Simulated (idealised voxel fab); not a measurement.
process module | voxel wiring stack
cross-section cut | 160 nm wide | cells 5 nm
A cross-section is a grid of square cells, given in bands from the top down. A band is one or more rows of cells.
Each band's line starts with the height of the band's top and of its bottom, in nm. Then come its materials from left to right, each with its width in nm. One material with "throughout" fills the band from edge to edge. "air" is empty space.
Height 0 is the level under which the wafer as received is all one material. The lowest band goes on downwards, as in "0 down".
A width such as "30 to 40" changes by the same amount from each row of cells to the next, from the band's top row to its bottom row.
"no change" after a step means that no cell of the cross-section changed.
closed voids: empty space of 8 cells or more with no open way to the top, each as width x height at its distance from the left edge, in nm
after a step's settings: what the simulator itself notes on the step
overlay nm, on a step with a mask: how far to the right of its planned place the mask lay; to the left if negative
plan
1 op RECEIVE | material Si
2 op CONFORMAL_DEP | material SiO2 | thk nm 15
3 op DIRECTIONAL_DEP | material TiN | thk nm 5
4 op DIRECTIONAL_DEP | material W | thk nm 25
5 op PATTERN | tone cover | mask id METAL_1 | material resist | width nm 20 | pitch nm 40 | thk nm 20 | overlay nm 0
6 op DIRECTIONAL_ETCH | etch materials W | depth nm 25
7 op DIRECTIONAL_ETCH | etch materials TiN | depth nm 5
8 op STRIP | etch materials resist
9 op FILL_DEP | material lowk | thk nm 10
10 op CMP | height nm 45
11 op CONFORMAL_DEP | material SiCN | thk nm 5
12 op DIRECTIONAL_DEP | material lowk | thk nm 30
13 op DIRECTIONAL_DEP | material aC | thk nm 15
14 op PATTERN | tone open | mask id METAL_2 | material resist | width nm 20 | pitch nm 40 | thk nm 30 | overlay nm 0
15 op DIRECTIONAL_ETCH | etch materials aC | depth nm 15
16 op STRIP | etch materials resist
17 op DIRECTIONAL_ETCH | etch materials lowk | depth nm 15
18 op STRIP | etch materials aC
19 op MASKED_ETCH | tone open | mask id METAL_2_HOLES | width nm 15 | pitch nm 40 | etch materials lowk | depth nm 15 | overlay nm 0
20 op MASKED_ETCH | tone open | mask id METAL_2_HOLES | width nm 15 | pitch nm 40 | etch materials SiCN | depth nm 5 | overlay nm 0
21 op CONFORMAL_DEP | material TiN | thk nm 5
22 op FILL_DEP | material Cu | thk nm 10
23 op CMP | height nm 80
24 op CONFORMAL_DEP | material SiN | thk nm 5
as received, after step 1
  0 down: Si throughout
  closed voids: none
a wafer at the end: this start, this plan, one mistake
  85 to 80: SiN throughout
  80 to 70: lowk 50 | TiN 5 | Cu 10 to 5 | TiN 5 to 10 | lowk 20 | TiN 5 | Cu 10 to 5 | TiN 5 to 10 | lowk 50
  70 to 55: lowk 50 | TiN 5 | Cu 5 | TiN 5 | lowk 25 | TiN 5 | Cu 5 | TiN 5 | lowk 55
  55 to 50: SiCN 50 | TiN 15 | SiCN 25 | TiN 15 | SiCN 55
  50 to 45: lowk throughout
  45 to 20: lowk 50 | W 20 | lowk 20 | W 20 | lowk 50
  20 to 15: lowk 50 | TiN 20 | lowk 20 | TiN 20 | lowk 50
  15 to 0: SiO2 throughout
  0 down: Si throughout
  closed voids: none
what went wrong: step 10 ran as: op CMP | height nm 50
